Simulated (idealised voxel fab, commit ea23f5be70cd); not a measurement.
Presented below is a process module, voxel transistor to metal.
Each square cell in cross-section cut measures 5 nm, and the section as a whole is 265 nm wide.
Notation: cross-section as square-cell grid; stated in bands, top first, going down; one or more cell rows per band.
Quick guide to a band line: top height, bottom height (nm) up front; then every material left to right with its width in nm. Only one material and it's marked "edge to edge"? Then it fills the band edge to edge. And "air" just means empty space.
Height 0 is the level under which the wafer as received is all one material. The lowest band goes on downwards, as in "0..down".
Width spec "30 to 40" -> top row of cells at first value, bottom row at second value, equal per-row change in between.
Where a step carries "no modifications", the cross-section came out of it unchanged, cell for cell.
Entry "Closed void entries" = empty spaces >= 8 cells with no open way to the top; each as width x height at distance, distance from left edge, all nm.
On each step's line, the part that comes after the settings is the simulator's own comment on the step.
For masked steps, "overlay nm" on the step line gives how far right of plan the mask actually lay; a minus sign means it lay to the left.
[The following list gives the planned process steps]
1,RECEIVE: material Si
2,CONFORMAL_DEP: material SiO2, thk nm 5
3,CONFORMAL_DEP: material SiN, thk nm 15
4,MASKED_ETCH: tone cover, mask id ACTIVE, width nm 100, pitch nm 125, etch materials SiN, depth nm 15, overlay nm 0
5,MASKED_ETCH: tone cover, mask id ACTIVE, width nm 100, pitch nm 125, etch materials SiO2, depth nm 5, overlay nm 0
6,MASKED_ETCH: tone cover, mask id ACTIVE, width nm 100, pitch nm 125, etch materials Si, depth nm 35, overlay nm 0
7,OXIDIZE: depth nm 5
8,FILL_DEP: material SiO2, thk nm 5
9,CMP: height nm 20
10,SELECTIVE_ETCH: etch materials SiO2, depth nm 15
11,STRIP: etch materials SiN
12,SELECTIVE_ETCH: etch materials SiO2, depth nm 5
13,OXIDIZE: depth nm 5
14,DIRECTIONAL_DEP: material polySi, thk nm 20
15,DIRECTIONAL_DEP: material SiCN, thk nm 15
16,MASKED_ETCH: tone cover, mask id GATE, width nm 20, pitch nm 125, etch materials SiCN, depth nm 25, overlay nm 0
17,MASKED_ETCH: tone cover, mask id GATE, width nm 20, pitch nm 125, etch materials polySi, depth nm 30, overlay nm 0
18,CONFORMAL_DEP: material SiN, thk nm 10
19,DIRECTIONAL_ETCH: etch materials SiN, depth nm 10
20,DIRECTIONAL_ETCH: etch materials SiO2, depth nm 5
21,EPI: material pSi, thk nm 5
22,FILL_DEP: material SiO2, thk nm 5
23,CMP: height nm 35
24,DIRECTIONAL_DEP: material SiO2, thk nm 15
25,DIRECTIONAL_DEP: material aC, thk nm 10
26,PATTERN: tone open, mask id CONTACT, material resist, width nm 30, thk nm 25, overlay nm 0
27,DIRECTIONAL_ETCH: etch materials aC, depth nm 10
28,STRIP: etch materials resist
29,DIRECTIONAL_ETCH: etch materials SiO2, depth nm 50
30,STRIP: etch materials aC
31,CONFORMAL_DEP: material TiN, thk nm 5
32,FILL_DEP: material Ru, thk nm 10
33,CMP: height nm 50
34,DIRECTIONAL_DEP: material TiN, thk nm 5
35,DIRECTIONAL_DEP: material Ru, thk nm 20
36,PATTERN: tone cover, mask id METAL_1, material resist, width nm 15, thk nm 15, overlay nm 0
37,DIRECTIONAL_ETCH: etch materials Ru, depth nm 20
38,DIRECTIONAL_ETCH: etch materials TiN, depth nm 5
39,STRIP: etch materials resist
40,FILL_DEP: material SiO2, thk nm 5
41,CMP: height nm 75
42,CONFORMAL_DEP: material SiCN, thk nm 5
43,DIRECTIONAL_DEP: material SiO2, thk nm 35
44,DIRECTIONAL_DEP: material aC, thk nm 15
45,PATTERN: tone open, mask id METAL_2, material resist, width nm 15, pitch nm 125, thk nm 30, overlay nm 0
46,DIRECTIONAL_ETCH: etch materials aC, depth nm 15
47,STRIP: etch materials resist
48,DIRECTIONAL_ETCH: etch materials SiO2, depth nm 20
49,STRIP: etch materials aC
50,DIRECTIONAL_DEP: material aC, thk nm 10
51,PATTERN: tone open, mask id METAL_2_HOLES, material resist, width nm 15, pitch nm 125, thk nm 25, overlay nm 0
52,DIRECTIONAL_ETCH: etch materials aC, depth nm 10
53,STRIP: etch materials resist
54,DIRECTIONAL_ETCH: etch materials SiO2, depth nm 15
55,DIRECTIONAL_ETCH: etch materials SiCN, depth nm 5
56,STRIP: etch materials aC
57,CONFORMAL_DEP: material TiN, thk nm 5
58,FILL_DEP: material Cu, thk nm 10
59,CMP: height nm 115
60,CONFORMAL_DEP: material SiCN, thk nm 5
[So this is the incoming wafer in cross-section - it's already been through step 1]
> 0..down  Si edge to edge
> Closed void entries: none
[The following cross-section depicts the wafer upon conclusion of the module. Processing commenced from the starting condition illustrated above and adhered to the plan illustrated above, save for one mistake in execution]
> 120..115  SiCN edge to edge
> 115..80  25 SiO2, 5 TiN, 5 Cu, 5 TiN, 110 SiO2, 5 TiN, 5 Cu, 5 TiN, 100 SiO2
> 80..75  25 SiCN, 15 TiN, 110 SiCN, 15 TiN, 100 SiCN
> 75..55  25 SiO2, 15 Ru, 60 SiO2, 15 Ru, 35 SiO2, 15 Ru, 60 SiO2, 15 Ru, 25 SiO2
> 55..50  25 SiO2, 15 TiN, 60 SiO2, 15 TiN, 35 SiO2, 15 TiN, 60 SiO2, 15 TiN, 25 SiO2
> 50..40  25 SiO2, 5 TiN, 20 Ru, 5 TiN, 30 SiO2, 5 TiN, 20 Ru, 5 TiN, 35 SiO2, 5 TiN, 20 Ru, 5 TiN, 30 SiO2, 5 TiN, 20 Ru, 5 TiN, 25 SiO2
> 40..35  25 SiO2, 30 TiN, 30 SiO2, 30 TiN, 35 SiO2, 30 TiN, 30 SiO2, 30 TiN, 25 SiO2
> 35..20  60 SiCN, 20 SiN, 105 SiCN, 20 SiN, 60 SiCN
> 20..0  polySi edge to edge
> 0..-5  SiO2 edge to edge
> -5..-40  25 SiO2, 90 Si, 35 SiO2, 90 Si, 25 SiO2
> -40..down  Si edge to edge
> Closed void entries: none
Diagnosis: step 16 was processed under conditions differing from the plan, specifically as MASKED_ETCH: tone open, mask id GATE, width nm 20, pitch nm 125, etch materials SiCN, depth nm 25, overlay nm 0
